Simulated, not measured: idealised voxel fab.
Process module name: voxel wiring stack
The cross-section shown here is cut; it is 210 nm wide and divided into square cells measuring 5 nm on a side.
In this document a cross-section is written as a grid of square cells. It is given as a series of bands, listed from the top down, and a band is one or more rows of cells.
First you get the band's top height and its bottom height, in nm, and then the materials it's made of, left to right, with each width in nm. If you see a single material with "edge to edge", that one covers the band edge to edge. "blank" is empty space.
All heights in this document are referenced to 0, defined as the level beneath which the wafer, as received, consists entirely of one material. The lowest band is not bounded below; it extends indefinitely downward and is written in the form "0 nm and below".
Graded width ("30->40"): value in top row of band = first number; value in bottom row = second number; row-to-row change constant.
"remained unchanged", as given for a step, is the statement that not any cell of the cross-section underwent a change during that step.
Under "Cavities, sealed" you'll find the enclosed gaps, the ones with no way out to the top, that are 8 cells or bigger; each reads width x height at distance, with distance counted from the left edge, everything in nm.
The remark found on a step's line after its settings is issued by the simulator itself and pertains to that step.
A step line may carry the setting "overlay nm", which, for steps involving a mask, states the distance by which the mask lay to the right of its intended position; negative values denote displacement to the left.
## Process steps (planned)
- 1: RECEIVE with material Si
- 2: CONFORMAL_DEP with material SiO2, thk nm 10
- 3: DIRECTIONAL_DEP with material TiN, thk nm 5
- 4: DIRECTIONAL_DEP with material W, thk nm 15
- 5: PATTERN with tone cover, mask id METAL_1, material resist, width nm 30, pitch nm 60, thk nm 15, overlay nm 0
- 6: DIRECTIONAL_ETCH with etch materials W, depth nm 15
- 7: DIRECTIONAL_ETCH with etch materials TiN, depth nm 5
- 8: STRIP with etch materials resist
- 9: FILL_DEP with material SiO2, thk nm 5
- 10: CMP with height nm 30
- 11: CONFORMAL_DEP with material SiCN, thk nm 5
- 12: DIRECTIONAL_DEP with material SiO2, thk nm 10
- 13: DIRECTIONAL_DEP with material aC, thk nm 10
- 14: PATTERN with tone open, mask id PLUG_1, material resist, width nm 15, pitch nm 60, thk nm 25, overlay nm 0
- 15: DIRECTIONAL_ETCH with etch materials aC, depth nm 10
- 16: STRIP with etch materials resist
- 17: DIRECTIONAL_ETCH with etch materials SiO2, depth nm 10
- 18: DIRECTIONAL_ETCH with etch materials SiCN, depth nm 5
- 19: STRIP with etch materials aC
- 20: EPI with material Ru, thk nm 10
- 21: EPI with material Ru, thk nm 5
- 22: CONFORMAL_DEP with material SiN, thk nm 5
- 23: DIRECTIONAL_DEP with material SiO2, thk nm 15
- 24: DIRECTIONAL_DEP with material aC, thk nm 15
- 25: PATTERN with tone open, mask id METAL_2, material resist, width nm 30, pitch nm 60, thk nm 30, overlay nm 0
- 26: DIRECTIONAL_ETCH with etch materials aC, depth nm 15
- 27: STRIP with etch materials resist
- 28: DIRECTIONAL_ETCH with etch materials SiO2, depth nm 15
- 29: DIRECTIONAL_ETCH with etch materials SiN, depth nm 5
- 30: STRIP with etch materials aC
- 31: CONFORMAL_DEP with material TiN, thk nm 5
- 32: FILL_DEP with material W, thk nm 10
- 33: CMP with height nm 65
- 34: CONFORMAL_DEP with material SiCN, thk nm 5
- 35: DIRECTIONAL_DEP with material lowk, thk nm 15
- 36: DIRECTIONAL_DEP with material aC, thk nm 10
- 37: PATTERN with tone open, mask id PLUG_2, material resist, width nm 15, pitch nm 60, thk nm 25, overlay nm 0
- 38: DIRECTIONAL_ETCH with etch materials aC, depth nm 10
- 39: STRIP with etch materials resist
- 40: DIRECTIONAL_ETCH with etch materials lowk, depth nm 15
- 41: DIRECTIONAL_ETCH with etch materials SiCN, depth nm 5
- 42: STRIP with etch materials aC
- 43: EPI with material Ru, thk nm 10
- 44: EPI with material Ru, thk nm 10
- 45: DIRECTIONAL_DEP with material TiN, thk nm 5
- 46: DIRECTIONAL_DEP with material Ru, thk nm 15
- 47: DIRECTIONAL_DEP with material aC, thk nm 10
- 48: PATTERN with tone cover, mask id METAL_3, material resist, width nm 30, pitch nm 60, thk nm 25, overlay nm 0
- 49: DIRECTIONAL_ETCH with etch materials aC, depth nm 10
- 50: STRIP with etch materials resist
- 51: DIRECTIONAL_ETCH with etch materials Ru, depth nm 15
- 52: DIRECTIONAL_ETCH with etch materials TiN, depth nm 5
- 53: STRIP with etch materials aC
- 54: FILL_DEP with material lowk, thk nm 5
- 55: CMP with height nm 105
- 56: CONFORMAL_DEP with material SiCN, thk nm 5
- 57: DIRECTIONAL_DEP with material SiO2, thk nm 20
- 58: MASKED_ETCH with tone open, mask id PLUG_3, width nm 15, pitch nm 120, etch materials SiO2, depth nm 20, overlay nm 0
- 59: MASKED_ETCH with tone open, mask id PLUG_3, width nm 15, pitch nm 120, etch materials SiCN, depth nm 5, overlay nm 0
- 60: CONFORMAL_DEP with material TiN, thk nm 5
- 61: FILL_DEP with material Cu, thk nm 5
- 62: CMP with height nm 130
- 63: DIRECTIONAL_DEP with material TiN, thk nm 5
- 64: DIRECTIONAL_DEP with material W, thk nm 15
- 65: PATTERN with tone cover, mask id METAL_4, material resist, width nm 30, pitch nm 60, thk nm 15, overlay nm 0
- 66: DIRECTIONAL_ETCH with etch materials W, depth nm 15
- 67: DIRECTIONAL_ETCH with etch materials TiN, depth nm 5
- 68: STRIP with etch materials resist
- 69: FILL_DEP with material lowk, thk nm 10
- 70: CMP with height nm 150
- 71: CONFORMAL_DEP with material SiCN, thk nm 5
## Incoming wafer, cross-sectional view, post step 1
* 0 nm and below = Si edge to edge
* Cavities, sealed: none
## Wafer cross-section at module end: first of two, run to plan
* 155 nm to 150 nm = SiCN edge to edge
* 150 nm to 135 nm = 30 of lowk, then 30 of W, then 30 of lowk, then 30 of W, then 30 of lowk, then 30 of W, then 30 of lowk
* 135 nm to 130 nm = 30 of lowk, then 30 of TiN, then 30 of lowk, then 30 of TiN, then 30 of lowk, then 30 of TiN, then 30 of lowk
* 130 nm to 110 nm = 30 of SiO2, then 5 of TiN, then 5 of Cu, then 5 of TiN, then 105 of SiO2, then 5 of TiN, then 5 of Cu, then 5 of TiN, then 45 of SiO2
* 110 nm to 105 nm = 30 of SiCN, then 15 of TiN, then 105 of SiCN, then 15 of TiN, then 45 of SiCN
* 105 nm to 90 nm = 30 of lowk, then 30 of Ru, then 30 of lowk, then 30 of Ru, then 30 of lowk, then 30 of Ru, then 30 of lowk
* 90 nm to 85 nm = 30 of lowk, then 30 of TiN, then 30 of lowk, then 30 of TiN, then 30 of lowk, then 30 of TiN, then 30 of lowk
* 85 nm to 70 nm = 30 of lowk, then 15 of Ru, then 45 of lowk, then 15 of Ru, then 45 of lowk, then 15 of Ru, then 45 of lowk
* 70 nm to 65 nm = 30 of SiCN, then 15 of Ru, then 45 of SiCN, then 15 of Ru, then 45 of SiCN, then 15 of Ru, then 45 of SiCN
* 65 nm to 50 nm = 30 of SiO2, then 5 of TiN, then 20 of W, then 5 of TiN, then 30 of SiO2, then 5 of TiN, then 20 of W, then 5 of TiN, then 30 of SiO2, then 5 of TiN, then 20 of W, then 5 of TiN, then 30 of SiO2
* 50 nm to 45 nm = 30 of SiN, then 30 of TiN, then 30 of SiN, then 30 of TiN, then 30 of SiN, then 30 of TiN, then 30 of SiN
* 45 nm to 35 nm = 30 of SiO2, then 15 of Ru, then 45 of SiO2, then 15 of Ru, then 45 of SiO2, then 15 of Ru, then 45 of SiO2
* 35 nm to 30 nm = 30 of SiCN, then 15 of Ru, then 45 of SiCN, then 15 of Ru, then 45 of SiCN, then 15 of Ru, then 45 of SiCN
* 30 nm to 15 nm = 30 of SiO2, then 30 of W, then 30 of SiO2, then 30 of W, then 30 of SiO2, then 30 of W, then 30 of SiO2
* 15 nm to 10 nm = 30 of SiO2, then 30 of TiN, then 30 of SiO2, then 30 of TiN, then 30 of SiO2, then 30 of TiN, then 30 of SiO2
* 10 nm to 0 nm = SiO2 edge to edge
* 0 nm and below = Si edge to edge
* Cavities, sealed: none
## Second of two wafers, module complete, sectioned: it shares the first wafer's start and plan but was run with one mistake
* 155 nm to 150 nm = SiCN edge to edge
* 150 nm to 135 nm = 30 of lowk, then 30 of W, then 30 of lowk, then 30 of W, then 30 of lowk, then 30 of W, then 30 of lowk
* 135 nm to 130 nm = 30 of lowk, then 30 of TiN, then 30 of lowk, then 30 of TiN, then 30 of lowk, then 30 of TiN, then 30 of lowk
* 130 nm to 125 nm = Cu edge to edge
* 125 nm to 120 nm = 35 of TiN, then 5 of Cu, then 115 of TiN, then 5 of Cu, then 50 of TiN
* 120 nm to 110 nm = 30 of SiO2, then 5 of TiN, then 5 of Cu, then 5 of TiN, then 105 of SiO2, then 5 of TiN, then 5 of Cu, then 5 of TiN, then 45 of SiO2
* 110 nm to 105 nm = 30 of SiCN, then 15 of TiN, then 105 of SiCN, then 15 of TiN, then 45 of SiCN
* 105 nm to 90 nm = 30 of lowk, then 30 of Ru, then 30 of lowk, then 30 of Ru, then 30 of lowk, then 30 of Ru, then 30 of lowk
* 90 nm to 85 nm = 30 of lowk, then 30 of TiN, then 30 of lowk, then 30 of TiN, then 30 of lowk, then 30 of TiN, then 30 of lowk
* 85 nm to 70 nm = 30 of lowk, then 15 of Ru, then 45 of lowk, then 15 of Ru, then 45 of lowk, then 15 of Ru, then 45 of lowk
* 70 nm to 65 nm = 30 of SiCN, then 15 of Ru, then 45 of SiCN, then 15 of Ru, then 45 of SiCN, then 15 of Ru, then 45 of SiCN
* 65 nm to 50 nm = 30 of SiO2, then 5 of TiN, then 20 of W, then 5 of TiN, then 30 of SiO2, then 5 of TiN, then 20 of W, then 5 of TiN, then 30 of SiO2, then 5 of TiN, then 20 of W, then 5 of TiN, then 30 of SiO2
* 50 nm to 45 nm = 30 of SiN, then 30 of TiN, then 30 of SiN, then 30 of TiN, then 30 of SiN, then 30 of TiN, then 30 of SiN
* 45 nm to 35 nm = 30 of SiO2, then 15 of Ru, then 45 of SiO2, then 15 of Ru, then 45 of SiO2, then 15 of Ru, then 45 of SiO2
* 35 nm to 30 nm = 30 of SiCN, then 15 of Ru, then 45 of SiCN, then 15 of Ru, then 45 of SiCN, then 15 of Ru, then 45 of SiCN
* 30 nm to 15 nm = 30 of SiO2, then 30 of W, then 30 of SiO2, then 30 of W, then 30 of SiO2, then 30 of W, then 30 of SiO2
* 15 nm to 10 nm = 30 of SiO2, then 30 of TiN, then 30 of SiO2, then 30 of TiN, then 30 of SiO2, then 30 of TiN, then 30 of SiO2
* 10 nm to 0 nm = SiO2 edge to edge
* 0 nm and below = Si edge to edge
* Cavities, sealed: none
What was the processing mistake? step 57 ran as: DIRECTIONAL_DEP with material SiO2, thk nm 10
Wafer comparison, final, in cells, second relative to first, materials more or fewer: 40 more of Cu, 72 fewer of SiO2, 32 more of TiN
